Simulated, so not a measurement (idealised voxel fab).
The document below concerns the process module designated voxel wiring stack.
Displayed cross-section: cut, width of 230 nm, square cells sized 5 nm.
Throughout this document, each cross-section is represented as a grid of square cells and is presented as a sequence of bands enumerated from the top downward, where a band comprises one or more rows of cells. Within each band entry, the heights of the top and of the bottom of the band appear first, in that order and in nm; the materials of the band then follow from left to right, each with its corresponding width in nm. The designation "everywhere" on a single material indicates that it fills the band from edge to edge; the designation "empty" indicates empty space. Counting heights begins at 0, where everything beneath is, in the wafer as received, one material. The lowest band has no bottom; it goes on downwards, as "0..down" shows. When a width is written as two numbers, as in "30..40", the first number is the width in the top row of cells of the band and the second is the width in its bottom row, and the width changes by the same amount from each row to the next. The designation "no modifications", where it is given for a processing step, indicates that no cell of the cross-section was altered in the course of that step. "Closed void roster" enumerates empty spaces isolated from the top, with no open way to it, that contain at least 8 cells, giving each as width x height at distance from the left edge, all three in nm. after a step's settings: what the simulator itself notes on the step. overlay nm: mask offset rightward from planned place, masked step; negative means leftward offset.

**Below is the list of planned process steps**
step 1: RECEIVE,material Si
step 2: CONFORMAL_DEP,material SiO2,thk nm 15
step 3: DIRECTIONAL_DEP,material TiN,thk nm 5
step 4: DIRECTIONAL_DEP,material W,thk nm 25
step 5: DIRECTIONAL_DEP,material aC,thk nm 15
step 6: PATTERN,tone cover,mask id METAL_1,material resist,width nm 25,pitch nm 40,thk nm 30,overlay nm 0
step 7: DIRECTIONAL_ETCH,etch materials aC,depth nm 15
step 8: STRIP,etch materials resist
step 9: DIRECTIONAL_ETCH,etch materials W,depth nm 25
step 10: DIRECTIONAL_ETCH,etch materials TiN,depth nm 5
step 11: STRIP,etch materials aC
step 12: FILL_DEP,material lowk,thk nm 5
step 13: CMP,height nm 45
step 14: CONFORMAL_DEP,material SiCN,thk nm 5
step 15: DIRECTIONAL_DEP,material SiO2,thk nm 15
step 16: DIRECTIONAL_DEP,material aC,thk nm 10
step 17: PATTERN,tone open,mask id PLUG_1,material resist,width nm 15,pitch nm 80,thk nm 25,overlay nm 0
step 18: DIRECTIONAL_ETCH,etch materials aC,depth nm 10
step 19: STRIP,etch materials resist
step 20: DIRECTIONAL_ETCH,etch materials SiO2,depth nm 15
step 21: DIRECTIONAL_ETCH,etch materials SiCN,depth nm 5
step 22: STRIP,etch materials aC
step 23: EPI,material Ru,thk nm 10
step 24: EPI,material Ru,thk nm 10
step 25: DIRECTIONAL_DEP,material TiN,thk nm 5
step 26: DIRECTIONAL_DEP,material W,thk nm 15
step 27: MASKED_ETCH,tone cover,mask id METAL_2,width nm 25,pitch nm 40,etch materials W,depth nm 15,overlay nm 0
step 28: MASKED_ETCH,tone cover,mask id METAL_2,width nm 25,pitch nm 40,etch materials TiN,depth nm 5,overlay nm 0
step 29: CONFORMAL_DEP,material SiN,thk nm 5
step 30: FILL_DEP,material SiO2,thk nm 5
step 31: CMP,height nm 85
step 32: CONFORMAL_DEP,material SiCN,thk nm 5
step 33: DIRECTIONAL_DEP,material lowk,thk nm 25
step 34: DIRECTIONAL_DEP,material aC,thk nm 15
step 35: PATTERN,tone open,mask id METAL_3_HOLES,material resist,width nm 15,pitch nm 40,thk nm 35,overlay nm 0
step 36: DIRECTIONAL_ETCH,etch materials aC,depth nm 15
step 37: STRIP,etch materials resist
step 38: DIRECTIONAL_ETCH,etch materials lowk,depth nm 25
step 39: STRIP,etch materials aC
step 40: DIRECTIONAL_DEP,material aC,thk nm 10
step 41: PATTERN,tone open,mask id METAL_3,material resist,width nm 25,pitch nm 40,thk nm 25,overlay nm 0
step 42: DIRECTIONAL_ETCH,etch materials aC,depth nm 10
step 43: STRIP,etch materials resist
step 44: DIRECTIONAL_ETCH,etch materials lowk,depth nm 15
step 45: DIRECTIONAL_ETCH,etch materials SiCN,depth nm 5
step 46: STRIP,etch materials aC
step 47: CONFORMAL_DEP,material TiN,thk nm 5
step 48: FILL_DEP,material Ru,thk nm 5
step 49: CMP,height nm 115
step 50: CONFORMAL_DEP,material SiCN,thk nm 5
step 51: DIRECTIONAL_DEP,material lowk,thk nm 15
step 52: PATTERN,tone open,mask id PLUG_3,material resist,width nm 15,pitch nm 80,thk nm 15,overlay nm 0
step 53: DIRECTIONAL_ETCH,etch materials lowk,depth nm 15
step 54: DIRECTIONAL_ETCH,etch materials SiCN,depth nm 5
step 55: STRIP,etch materials resist
step 56: CONFORMAL_DEP,material TiN,thk nm 5
step 57: FILL_DEP,material W,thk nm 5
step 58: CMP,height nm 135
step 59: DIRECTIONAL_DEP,material TiN,thk nm 5
step 60: DIRECTIONAL_DEP,material W,thk nm 15
step 61: PATTERN,tone cover,mask id METAL_4,material resist,width nm 25,pitch nm 40,thk nm 15,overlay nm 0
step 62: DIRECTIONAL_ETCH,etch materials W,depth nm 15
step 63: DIRECTIONAL_ETCH,etch materials TiN,depth nm 5
step 64: STRIP,etch materials resist
step 65: FILL_DEP,material lowk,thk nm 10
step 66: CMP,height nm 155
step 67: CONFORMAL_DEP,material SiCN,thk nm 5

**Incoming wafer in cross-section (state: after step 1)**
* 0..down = Si everywhere
* Closed void roster: none

**End-of-module cross-section of the first of two wafers, processed as planned**
* 160..155 = SiCN everywhere
* 155..140 = lowk: 40 | W: 25 | lowk: 15 | W: 25 | lowk: 15 | W: 25 | lowk: 15 | W: 25 | lowk: 45
* 140..135 = lowk: 40 | TiN: 25 | lowk: 15 | TiN: 25 | lowk: 15 | TiN: 25 | lowk: 15 | TiN: 25 | lowk: 45
* 135..120 = lowk: 40 | TiN: 5 | W: 5 | TiN: 5 | lowk: 65 | TiN: 5 | W: 5 | TiN: 5 | lowk: 95
* 120..115 = SiCN: 40 | TiN: 15 | SiCN: 65 | TiN: 15 | SiCN: 95
* 115..105 = lowk: 40 | TiN: 5 | Ru: 15 | TiN: 5 | lowk: 15 | TiN: 5 | Ru: 15 | TiN: 5 | lowk: 15 | TiN: 5 | Ru: 15 | TiN: 5 | lowk: 15 | TiN: 5 | Ru: 15 | TiN: 5 | lowk: 45
* 105..100 = lowk: 40 | TiN: 5 | Ru: 5 | TiN: 15 | lowk: 15 | TiN: 5 | Ru: 5 | TiN: 15 | lowk: 15 | TiN: 5 | Ru: 5 | TiN: 15 | lowk: 15 | TiN: 5 | Ru: 5 | TiN: 15 | lowk: 45
* 100..90 = lowk: 40 | TiN: 5 | Ru: 5 | TiN: 5 | lowk: 25 | TiN: 5 | Ru: 5 | TiN: 5 | lowk: 25 | TiN: 5 | Ru: 5 | TiN: 5 | lowk: 25 | TiN: 5 | Ru: 5 | TiN: 5 | lowk: 55
* 90..85 = SiCN: 40 | TiN: 15 | SiCN: 25 | TiN: 15 | SiCN: 25 | TiN: 15 | SiCN: 25 | TiN: 15 | SiCN: 55
* 85..70 = SiO2: 35 | SiN: 5 | W: 25 | SiN: 5 | SiO2: 5 | SiN: 5 | W: 25 | SiN: 5 | SiO2: 5 | SiN: 5 | W: 25 | SiN: 5 | SiO2: 5 | SiN: 5 | W: 25 | SiN: 5 | SiO2: 40
* 70..65 = SiN: 40 | TiN: 25 | SiN: 15 | TiN: 25 | SiN: 15 | TiN: 25 | SiN: 15 | TiN: 25 | SiN: 45
* 65..50 = SiO2: 40 | Ru: 15 | SiO2: 65 | Ru: 15 | SiO2: 95
* 50..45 = SiCN: 40 | Ru: 15 | SiCN: 65 | Ru: 15 | SiCN: 95
* 45..20 = lowk: 40 | W: 25 | lowk: 15 | W: 25 | lowk: 15 | W: 25 | lowk: 15 | W: 25 | lowk: 45
* 20..15 = lowk: 40 | TiN: 25 | lowk: 15 | TiN: 25 | lowk: 15 | TiN: 25 | lowk: 15 | TiN: 25 | lowk: 45
* 15..0 = SiO2 everywhere
* 0..down = Si everywhere
* Closed void roster: none

**Second wafer of the two, sectioned at the end of the module. It began like the first and followed the same plan, but one mistake was made while running it**
* 160..155 = Ru everywhere
* 155..140 = lowk: 40 | W: 25 | lowk: 15 | W: 25 | lowk: 15 | W: 25 | lowk: 15 | W: 25 | lowk: 45
* 140..135 = lowk: 40 | TiN: 25 | lowk: 15 | TiN: 25 | lowk: 15 | TiN: 25 | lowk: 15 | TiN: 25 | lowk: 45
* 135..120 = lowk: 40 | TiN: 5 | W: 5 | TiN: 5 | lowk: 65 | TiN: 5 | W: 5 | TiN: 5 | lowk: 95
* 120..115 = SiCN: 40 | TiN: 15 | SiCN: 65 | TiN: 15 | SiCN: 95
* 115..105 = lowk: 40 | TiN: 5 | Ru: 15 | TiN: 5 | lowk: 15 | TiN: 5 | Ru: 15 | TiN: 5 | lowk: 15 | TiN: 5 | Ru: 15 | TiN: 5 | lowk: 15 | TiN: 5 | Ru: 15 | TiN: 5 | lowk: 45
* 105..100 = lowk: 40 | TiN: 5 | Ru: 5 | TiN: 15 | lowk: 15 | TiN: 5 | Ru: 5 | TiN: 15 | lowk: 15 | TiN: 5 | Ru: 5 | TiN: 15 | lowk: 15 | TiN: 5 | Ru: 5 | TiN: 15 | lowk: 45
* 100..90 = lowk: 40 | TiN: 5 | Ru: 5 | TiN: 5 | lowk: 25 | TiN: 5 | Ru: 5 | TiN: 5 | lowk: 25 | TiN: 5 | Ru: 5 | TiN: 5 | lowk: 25 | TiN: 5 | Ru: 5 | TiN: 5 | lowk: 55
* 90..85 = SiCN: 40 | TiN: 15 | SiCN: 25 | TiN: 15 | SiCN: 25 | TiN: 15 | SiCN: 25 | TiN: 15 | SiCN: 55
* 85..70 = SiO2: 35 | SiN: 5 | W: 25 | SiN: 5 | SiO2: 5 | SiN: 5 | W: 25 | SiN: 5 | SiO2: 5 | SiN: 5 | W: 25 | SiN: 5 | SiO2: 5 | SiN: 5 | W: 25 | SiN: 5 | SiO2: 40
* 70..65 = SiN: 40 | TiN: 25 | SiN: 15 | TiN: 25 | SiN: 15 | TiN: 25 | SiN: 15 | TiN: 25 | SiN: 45
* 65..50 = SiO2: 40 | Ru: 15 | SiO2: 65 | Ru: 15 | SiO2: 95
* 50..45 = SiCN: 40 | Ru: 15 | SiCN: 65 | Ru: 15 | SiCN: 95
* 45..20 = lowk: 40 | W: 25 | lowk: 15 | W: 25 | lowk: 15 | W: 25 | lowk: 15 | W: 25 | lowk: 45
* 20..15 = lowk: 40 | TiN: 25 | lowk: 15 | TiN: 25 | lowk: 15 | TiN: 25 | lowk: 15 | TiN: 25 | lowk: 45
* 15..0 = SiO2 everywhere
* 0..down = Si everywhere
* Closed void roster: none
what went wrong: for step 67, the planned setting was not used; the step was instead run as CONFORMAL_DEP,material Ru,thk nm 5
FYI, end of process, the second wafer has more or fewer cells of some materials than the first: 46 more of Ru | 46 fewer of SiCN
